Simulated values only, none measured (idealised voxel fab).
Title: Process Module voxel quadruple lines
Cross-sectional view cut (width: 215 nm; square cell size: 5 nm).
Cross-section format: a grid of square cells, given as bands from top to bottom; each band is one or more rows of cells.
Basically the band line says how high the top is and how high the bottom is, in nm, and then what's in it from left to right, every material with its width in nm. Empty space shows up as "empty", and if a single material carries "all across" it runs the full band edge to edge.
We count height from 0. Below that, the starting wafer is all one material. The lowest band never ends at the bottom but goes on down; see "z 0 and below" for how that is written.
A width such as "30..40" changes by the same amount from each row of cells to the next, from the band's top row to its bottom row.
Where a step carries "nothing different", the cross-section came out of it unchanged, cell for cell.
Closed empty spaces (no open way to the top) of 8 cells or more are what "Closed void roster" lists, each as width x height at distance from the left edge, nm for all three.
Step line, after settings: the simulator's comment on this step.
"overlay nm", when on a step's line for a step with a mask, measures how far to the right of its planned place the mask lay; a negative measure means to the left.

SET OUT BELOW ARE THE PLANNED STEPS OF THE PROCESS
1. RECEIVE with material Si
2. CONFORMAL_DEP with material Al2O3, thk nm 5
3. DIRECTIONAL_DEP with material TiN, thk nm 10
4. DIRECTIONAL_DEP with material polySi, thk nm 15
5. DIRECTIONAL_DEP with material aC, thk nm 20
6. PATTERN with tone cover, mask id MANDREL, material resist, width nm 35, pitch nm 100, thk nm 25, overlay nm 0
7. DIRECTIONAL_ETCH with etch materials aC, depth nm 20
8. STRIP with etch materials resist
9. CONFORMAL_DEP with material SiO2, thk nm 15
10. DIRECTIONAL_ETCH with etch materials SiO2, depth nm 15
11. STRIP with etch materials aC
12. DIRECTIONAL_ETCH with etch materials polySi, depth nm 15
13. STRIP with etch materials SiO2
14. CONFORMAL_DEP with material SiCN, thk nm 10
15. DIRECTIONAL_ETCH with etch materials SiCN, depth nm 10
16. STRIP with etch materials polySi
17. DIRECTIONAL_ETCH with etch materials TiN, depth nm 10
18. STRIP with etch materials SiCN
19. FILL_DEP with material lowk, thk nm 10
20. CMP with height nm 15

CROSS-SECTION: WAFER ON ARRIVAL = AFTER STEP 1
> z 0 and below = Si all across
> Closed void roster: none

END-OF-MODULE XS, FIRST OF TWO WAFERS, RUN AS PLANNED
> z 15 to 5 = 15 nm lowk, 10 nm TiN, 15 nm lowk, 10 nm TiN, 15 nm lowk, 10 nm TiN, 15 nm lowk, 10 nm TiN, 15 nm lowk, 10 nm TiN, 15 nm lowk, 10 nm TiN, 15 nm lowk, 10 nm TiN, 15 nm lowk, 10 nm TiN, 15 nm lowk
> z 5 to 0 = Al2O3 all across
> z 0 and below = Si all across
> Closed void roster: none

SECOND WAFER THROUGH THE MODULE, SECTIONED AT THE END: SAME BEGINNING AND SAME PLAN AS THE FIRST WAFER, WITH ONE MISTAKE IN CARRYING IT OUT
> z 15 to 5 = 15 nm lowk, 10 nm TiN, 15 nm lowk, 10 nm TiN, 15 nm lowk, 10 nm TiN, 15 nm lowk, 10 nm TiN, 15 nm lowk, 10 nm TiN, 15 nm lowk, 10 nm TiN, 15 nm lowk, 10 nm TiN, 15 nm lowk, 10 nm TiN, 15 nm lowk
> z 5 to 0 = polySi all across
> z 0 and below = Si all across
> Closed void roster: none
Deviation from plan: step 2 did not happen as planned, as run it was CONFORMAL_DEP with material polySi, thk nm 5
The final cell counts differ between the wafers, with the second having more or fewer of some materials than the first: 43 fewer of Al2O3; 43 more of polySi
